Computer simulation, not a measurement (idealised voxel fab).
You're looking at the process module voxel self aligned vias.
Section cut is 220 nm wide and gridded with 5 nm square cells.
This document writes a cross-section as a grid whose cells are square, and gives it as bands, listed from the top down; one or more rows of cells form a band.
Top height, bottom height, nm. Materials left to right, width each, nm. Single material + "throughout" = fills band edge to edge. "blank" = empty.
Heights from 0 (as-received wafer is one material below). Bottom band endless downward, as "0 down".
When a width is written as two numbers, as in "30 to 40", the first number is the width in the top row of cells of the band and the second is the width in its bottom row, and the width changes by the same amount from each row to the next.
Step note "no change occurred" = no cross-section cell changed.
"Enclosed void catalog" lists enclosed empty spaces (at least 8 cells, no open path upward to the top), each as width x height at distance from the left edge, in nm.
Text after the settings on a step's line: the simulator's own remark on that step.
If you see "overlay nm" on a step's line and that step has a mask, it's telling you how far right of where it was planned the mask ended up; a negative number means it went left instead.

Planned step list for the process
1) RECEIVE (material Si)
2) CONFORMAL_DEP (material SiO2; thk nm 15)
3) CONFORMAL_DEP (material SiCN; thk nm 5)
4) DIRECTIONAL_DEP (material lowk; thk nm 30)
5) DIRECTIONAL_DEP (material aC; thk nm 15)
6) PATTERN (tone open; mask id LINES; material resist; width nm 20; pitch nm 65; thk nm 35; overlay nm 0)
7) DIRECTIONAL_ETCH (etch materials aC; depth nm 15)
8) STRIP (etch materials resist)
9) DIRECTIONAL_ETCH (etch materials lowk; depth nm 30)
10) STRIP (etch materials aC)
11) CONFORMAL_DEP (material TiN; thk nm 5)
12) FILL_DEP (material W; thk nm 5)
13) CMP (height nm 50)
14) SELECTIVE_ETCH (etch materials W Ru TiN; depth nm 5)
15) FILL_DEP (material SiN; thk nm 5)
16) CMP (height nm 50)
17) DIRECTIONAL_DEP (material lowk; thk nm 15)
18) MASKED_ETCH (tone open; mask id VIAS; width nm 40; pitch nm 65; etch materials lowk; depth nm 15; overlay nm 0)
19) MASKED_ETCH (tone open; mask id VIAS; width nm 40; pitch nm 65; etch materials SiN; depth nm 5; overlay nm 0)
20) CONFORMAL_DEP (material TiN; thk nm 5)
21) FILL_DEP (material Cu; thk nm 5)
22) CMP (height nm 65)
23) CONFORMAL_DEP (material SiN; thk nm 5)

As received, after step 1
	0 down | Si throughout
	Enclosed void catalog: none

The module was run from the start shown above using the plan shown above, but one mistake was made doing it; the resulting wafer cross-section is below
	75 to 70 | SiN throughout
	70 to 65 | TiN=60, Cu=30, TiN=35, Cu=30, TiN=65
	65 to 55 | lowk=55, TiN=5, Cu=30, TiN=5, lowk=25, TiN=5, Cu=30, TiN=5, lowk=60
	55 to 50 | lowk=55, TiN=15, Cu=10, TiN=15, lowk=25, TiN=15, Cu=10, TiN=15, lowk=60
	50 to 45 | lowk=65, TiN=20, lowk=45, TiN=20, lowk=70
	45 to 25 | lowk=65, TiN=5, W=10, TiN=5, lowk=45, TiN=5, W=10, TiN=5, lowk=70
	25 to 20 | lowk=65, TiN=20, lowk=45, TiN=20, lowk=70
	20 to 15 | SiCN throughout
	15 to 0 | SiO2 throughout
	0 down | Si throughout
	Enclosed void catalog: none
Heads up, the wafer didn't run the way we planned it: off-plan run, step 22, actual operation and settings CMP (height nm 70)
